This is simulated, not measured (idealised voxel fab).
Process module, titled voxel wiring stack
Cross-sectional view cut (width: 250 nm; square cell size: 5 nm).
Cross-section format: a grid of square cells, given as bands from top to bottom; each band is one or more rows of cells. Heads up on the band format: heights come first, top then bottom, in nm. After that it's the materials left to right, each with its width in nm. A single material flagged "throughout" fills the whole band edge to edge, and "air" means there's empty space there. Heads up on the height convention: 0 is the point under which the incoming wafer is all one material, and the lowest band has no bottom, it just keeps going down, like "from 0 down". Quick explanation for "30..40": the width changes in equal steps down the rows of cells, from the first number in the band's top row to the second number in its bottom row. Where a step carries "no alterations made", the cross-section came out of it unchanged, cell for cell. You'll see "Closed void inventory" listing empty spaces that have no way open to the top, as long as they're 8 cells or more; the notation is width x height at distance, where the distance is from the left edge, and all of it is in nm. Where a step's line continues beyond its settings, the continuation is a remark by the simulator itself on that step. A step line may carry the setting "overlay nm", which, for steps involving a mask, states the distance by which the mask lay to the right of its intended position; negative values denote displacement to the left.

-- These are the steps we planned for the process
1. op RECEIVE | material Si
2. op CONFORMAL_DEP | material SiO2 | thk nm 15
3. op CONFORMAL_DEP | material SiN | thk nm 5
4. op DIRECTIONAL_DEP | material lowk | thk nm 25
5. op MASKED_ETCH | tone open | mask id METAL_1 | width nm 30 | pitch nm 50 | etch materials lowk | depth nm 25 | overlay nm 0
6. op MASKED_ETCH | tone open | mask id METAL_1 | width nm 30 | pitch nm 50 | etch materials SiN | depth nm 5 | overlay nm 0
7. op CONFORMAL_DEP | material TiN | thk nm 5
8. op FILL_DEP | material Cu | thk nm 10
9. op CMP | height nm 45
10. op CONFORMAL_DEP | material SiCN | thk nm 5
11. op DIRECTIONAL_DEP | material lowk | thk nm 15
12. op DIRECTIONAL_DEP | material aC | thk nm 15
13. op PATTERN | tone open | mask id PLUG_1 | material resist | width nm 15 | pitch nm 50 | thk nm 30 | overlay nm 0
14. op DIRECTIONAL_ETCH | etch materials aC | depth nm 15
15. op STRIP | etch materials resist
16. op DIRECTIONAL_ETCH | etch materials lowk | depth nm 15
17. op DIRECTIONAL_ETCH | etch materials SiCN | depth nm 5
18. op STRIP | etch materials aC
19. op CONFORMAL_DEP | material TiN | thk nm 5
20. op FILL_DEP | material W | thk nm 10
21. op CMP | height nm 65
22. op CONFORMAL_DEP | material SiCN | thk nm 5
23. op DIRECTIONAL_DEP | material SiO2 | thk nm 20
24. op DIRECTIONAL_DEP | material aC | thk nm 15
25. op PATTERN | tone open | mask id METAL_2 | material resist | width nm 30 | pitch nm 50 | thk nm 35 | overlay nm 0
26. op DIRECTIONAL_ETCH | etch materials aC | depth nm 15
27. op STRIP | etch materials resist
28. op DIRECTIONAL_ETCH | etch materials SiO2 | depth nm 20
29. op DIRECTIONAL_ETCH | etch materials SiCN | depth nm 5
30. op STRIP | etch materials aC
31. op CONFORMAL_DEP | material TiN | thk nm 5
32. op FILL_DEP | material Cu | thk nm 5
33. op CMP | height nm 90
34. op CONFORMAL_DEP | material SiCN | thk nm 5
35. op DIRECTIONAL_DEP | material lowk | thk nm 10
36. op DIRECTIONAL_DEP | material aC | thk nm 10
37. op PATTERN | tone open | mask id PLUG_2 | material resist | width nm 15 | pitch nm 50 | thk nm 25 | overlay nm 0
38. op DIRECTIONAL_ETCH | etch materials aC | depth nm 10
39. op STRIP | etch materials resist
40. op DIRECTIONAL_ETCH | etch materials lowk | depth nm 10
41. op DIRECTIONAL_ETCH | etch materials SiCN | depth nm 5
42. op STRIP | etch materials aC
43. op EPI | material Ru | thk nm 10
44. op EPI | material Ru | thk nm 5
45. op CONFORMAL_DEP | material SiN | thk nm 5
46. op DIRECTIONAL_DEP | material SiO2 | thk nm 15
47. op DIRECTIONAL_DEP | material aC | thk nm 15
48. op PATTERN | tone open | mask id METAL_3 | material resist | width nm 30 | pitch nm 50 | thk nm 35 | overlay nm 0
49. op DIRECTIONAL_ETCH | etch materials aC | depth nm 15
50. op STRIP | etch materials resist
51. op DIRECTIONAL_ETCH | etch materials SiO2 | depth nm 15
52. op DIRECTIONAL_ETCH | etch materials SiN | depth nm 5
53. op STRIP | etch materials aC
54. op CONFORMAL_DEP | material TiN | thk nm 5
55. op FILL_DEP | material Cu | thk nm 5
56. op CMP | height nm 125
57. op EPI | material Ru | thk nm 5
58. op FILL_DEP | material SiCN | thk nm 5
The width nm used in step 37 is not the same on every wafer, whereas the starting condition is; the value printed in the plan is the first wafer's.

-- First wafer of several, as received: cross-section after step 1
  from 0 down | Si throughout
  Closed void inventory: none

-- Table: wafers, a row each; end-of-module cell change per material since receipt, gain (+), loss (-); then closed voids
width nm 15, +192 Cu, +68 Ru, +170 SiCN, +52 SiN, +332 SiO2, +204 TiN, +12 W, +320 lowk, Closed void inventory: none
width nm 20, +192 Cu, +80 Ru, +166 SiCN, +52 SiN, +332 SiO2, +204 TiN, +12 W, +312 lowk, Closed void inventory: none
width nm 25, +192 Cu, +92 Ru, +162 SiCN, +52 SiN, +332 SiO2, +204 TiN, +12 W, +304 lowk, Closed void inventory: none
width nm 30, +192 Cu, +104 Ru, +158 SiCN, +52 SiN, +332 SiO2, +204 TiN, +12 W, +296 lowk, Closed void inventory: none
